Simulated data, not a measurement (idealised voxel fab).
The process module that follows is named voxel self aligned contacts.
The figure presents cross-section cut, which has a width of 230 nm and is divided into square cells with an edge length of 5 nm.
Just so we're on the same page, the cross-sections are grids of square cells, and they're listed out in bands top to bottom, each band one or more rows deep. This entry defines a band. It first specifies the height of the band's top and the height of its bottom in nm, and then specifies the band's materials from left to right, stating each material with its width in nm. The word "everywhere" identifies a single material that fills the band from edge to edge, while the word "blank" identifies empty space. Heads up on the height convention: 0 is the point under which the incoming wafer is all one material, and the lowest band has no bottom, it just keeps going down, like "from 0 down". Note: "30..40" means the width goes from the first number (top row of the band) to the second number (bottom row) in equal steps per row of cells. No cell of the cross-section changed in a step that is given as "no change". Empty spaces counting at least 8 cells and having no open way to the top are listed in "Cavities, closed". The notation width x height at distance is used for each, the distance being from the left edge and all three values in nm. Post-settings text on a step line: simulator's own remark regarding the step. The line of a step may include "overlay nm". On a step with a mask, this value is how far to the right of its planned place the mask lay. A negative value means the mask lay to the left.
# The planned process steps are enumerated hereunder
1,op RECEIVE | material Si
2,op OXIDIZE | depth nm 5
3,op DIRECTIONAL_DEP | material polySi | thk nm 30
4,op DIRECTIONAL_DEP | material SiN | thk nm 20
5,op PATTERN | tone cover | mask id GATE | material resist | width nm 35 | pitch nm 70 | thk nm 20 | overlay nm 0
6,op DIRECTIONAL_ETCH | etch materials SiN | depth nm 20
7,op DIRECTIONAL_ETCH | etch materials polySi | depth nm 30
8,op STRIP | etch materials resist
9,op CONFORMAL_DEP | material SiN | thk nm 5
10,op DIRECTIONAL_ETCH | etch materials SiN | depth nm 5
11,op FILL_DEP | material SiO2 | thk nm 20
12,op CMP | height nm 60
13,op MASKED_ETCH | tone open | mask id CONTACT | width nm 55 | etch materials SiO2 | depth nm 65 | overlay nm 0
14,op CONFORMAL_DEP | material TiN | thk nm 5
15,op FILL_DEP | material W | thk nm 5
16,op CMP | height nm 60
17,op CONFORMAL_DEP | material SiN | thk nm 5
# What follows covers the first of two wafers; it ran as planned
# Cross-section of the wafer upon arrival, representing the state reached after step 1
> from 0 down | Si everywhere
> Cavities, closed: none
# State of the wafer after step 2, shown in cross-section
> from 0 to -5 | SiO2 everywhere
> Heights below -5 show no change.
# State of the wafer after step 3, shown in cross-section
> from 30 to 0 | polySi everywhere
> Heights below 0 show no change.
# State of the wafer after step 4, shown in cross-section
> from 50 to 30 | SiN everywhere
> Heights below 30 show no change.
# State of the wafer after step 5, shown in cross-section
> from 70 to 50 | blank 60, resist 35, blank 35, resist 35, blank 65
> Heights below 50 show no change.
# State of the wafer after step 6, shown in cross-section
> from 70 to 50 | blank 60, resist 35, blank 35, resist 35, blank 65
> from 50 to 30 | blank 60, SiN 35, blank 35, SiN 35, blank 65
> Heights below 30 show no change.
# State of the wafer after step 7, shown in cross-section
> from 70 to 50 | blank 60, resist 35, blank 35, resist 35, blank 65
> from 50 to 30 | blank 60, SiN 35, blank 35, SiN 35, blank 65
> from 30 to 0 | blank 60, polySi 35, blank 35, polySi 35, blank 65
> Heights below 0 show no change.
# State of the wafer after step 8, shown in cross-section
> from 50 to 30 | blank 60, SiN 35, blank 35, SiN 35, blank 65
> Heights below 30 show no change.
# State of the wafer after step 9, shown in cross-section
> from 55 to 30 | blank 55, SiN 45, blank 25, SiN 45, blank 60
> from 30 to 5 | blank 55, SiN 5, polySi 35, SiN 5, blank 25, SiN 5, polySi 35, SiN 5, blank 60
> from 5 to 0 | SiN 60, polySi 35, SiN 35, polySi 35, SiN 65
> Heights below 0 show no change.
# State of the wafer after step 10, shown in cross-section
> from 50 to 30 | blank 55, SiN 45, blank 25, SiN 45, blank 60
> from 30 to 0 | blank 55, SiN 5, polySi 35, SiN 5, blank 25, SiN 5, polySi 35, SiN 5, blank 60
> Heights below 0 show no change.
# State of the wafer after step 11, shown in cross-section
> from 70 to 50 | SiO2 everywhere
> from 50 to 30 | SiO2 55, SiN 45, SiO2 25, SiN 45, SiO2 60
> from 30 to 0 | SiO2 55, SiN 5, polySi 35, SiN 5, SiO2 25, SiN 5, polySi 35, SiN 5, SiO2 60
> Heights below 0 show no change.
# State of the wafer after step 12, shown in cross-section
> from 60 to 50 | SiO2 everywhere
> Heights below 50 show no change.
# State of the wafer after step 13, shown in cross-section
> from 60 to 50 | SiO2 85, blank 55, SiO2 90
> from 50 to 30 | SiO2 55, SiN 45, blank 25, SiN 45, SiO2 60
> from 30 to 0 | SiO2 55, SiN 5, polySi 35, SiN 5, blank 25, SiN 5, polySi 35, SiN 5, SiO2 60
> from 0 to -5 | SiO2 100, blank 25, SiO2 105
> Heights below -5 show no change.
# State of the wafer after step 14, shown in cross-section
> from 65 to 60 | TiN 90, blank 45, TiN 95
> from 60 to 50 | SiO2 85, TiN 5..20, blank 45..15, TiN 5..20, SiO2 90
> from 50 to 30 | SiO2 55, SiN 45, TiN 5, blank 15, TiN 5, SiN 45, SiO2 60
> from 30 to 0 | SiO2 55, SiN 5, polySi 35, SiN 5, TiN 5, blank 15, TiN 5, SiN 5, polySi 35, SiN 5, SiO2 60
> from 0 to -5 | SiO2 100, TiN 25, SiO2 105
> Heights below -5 show no change.
# State of the wafer after step 15, shown in cross-section
> from 70 to 65 | W everywhere
> from 65 to 60 | TiN 90, W 45, TiN 95
> from 60 to 50 | SiO2 85, TiN 5..20, W 45..15, TiN 5..20, SiO2 90
> from 50 to 30 | SiO2 55, SiN 45, TiN 5, W 15, TiN 5, SiN 45, SiO2 60
> from 30 to 0 | SiO2 55, SiN 5, polySi 35, SiN 5, TiN 5, W 15, TiN 5, SiN 5, polySi 35, SiN 5, SiO2 60
> Heights below 0 show no change.
# State of the wafer after step 16, shown in cross-section
> from 60 to 50 | SiO2 85, TiN 5..20, W 45..15, TiN 5..20, SiO2 90
> Heights below 50 show no change.
# State of the wafer after step 17, shown in cross-section
> from 65 to 60 | SiN everywhere
> Heights below 60 show no change.
# What follows concerns the second wafer, which started out like the first and was meant to follow the very same plan; one mistake crept in when it was run, but everything up to and including step 12 is the same as for the first wafer
# Planned end of step 13: second wafer, cross-section
> from 60 to 50 | SiO2 75, blank 55, SiO2 100
> from 50 to 30 | SiO2 55, SiN 45, blank 25, SiN 45, SiO2 60
> from 30 to 0 | SiO2 55, SiN 5, polySi 35, SiN 5, blank 25, SiN 5, polySi 35, SiN 5, SiO2 60
> from 0 to -5 | SiO2 100, blank 25, SiO2 105
> Heights below -5 show no change.
# Planned end of step 14: second wafer, cross-section
> from 65 to 60 | TiN 80, blank 45, TiN 105
> from 60 to 50 | SiO2 75, TiN 5..30, blank 45..15, TiN 5..10, SiO2 100
> from 50 to 30 | SiO2 55, SiN 45, TiN 5, blank 15, TiN 5, SiN 45, SiO2 60
> from 30 to 0 | SiO2 55, SiN 5, polySi 35, SiN 5, TiN 5, blank 15, TiN 5, SiN 5, polySi 35, SiN 5, SiO2 60
> from 0 to -5 | SiO2 100, TiN 25, SiO2 105
> Heights below -5 show no change.
# Planned end of step 15: second wafer, cross-section
> from 70 to 65 | W everywhere
> from 65 to 60 | TiN 80, W 45, TiN 105
> from 60 to 50 | SiO2 75, TiN 5..30, W 45..15, TiN 5..10, SiO2 100
> from 50 to 30 | SiO2 55, SiN 45, TiN 5, W 15, TiN 5, SiN 45, SiO2 60
> from 30 to 0 | SiO2 55, SiN 5, polySi 35, SiN 5, TiN 5, W 15, TiN 5, SiN 5, polySi 35, SiN 5, SiO2 60
> Heights below 0 show no change.
# Planned end of step 16: second wafer, cross-section
> from 60 to 50 | SiO2 75, TiN 5..30, W 45..15, TiN 5..10, SiO2 100
> Heights below 50 show no change.
# Planned end of step 17: second wafer, cross-section
> from 65 to 60 | SiN everywhere
> Heights below 60 show no change.
It is concluded that the wafer was processed incorrectly with respect to the plan, in that note that step 13 departed from the planned setting and was carried out as op MASKED_ETCH | tone open | mask id CONTACT | width nm 55 | etch materials SiO2 | depth nm 65 | overlay nm -10
At the end, the second wafer has the same number of cells of each material as the first, but those cells sit in other places.
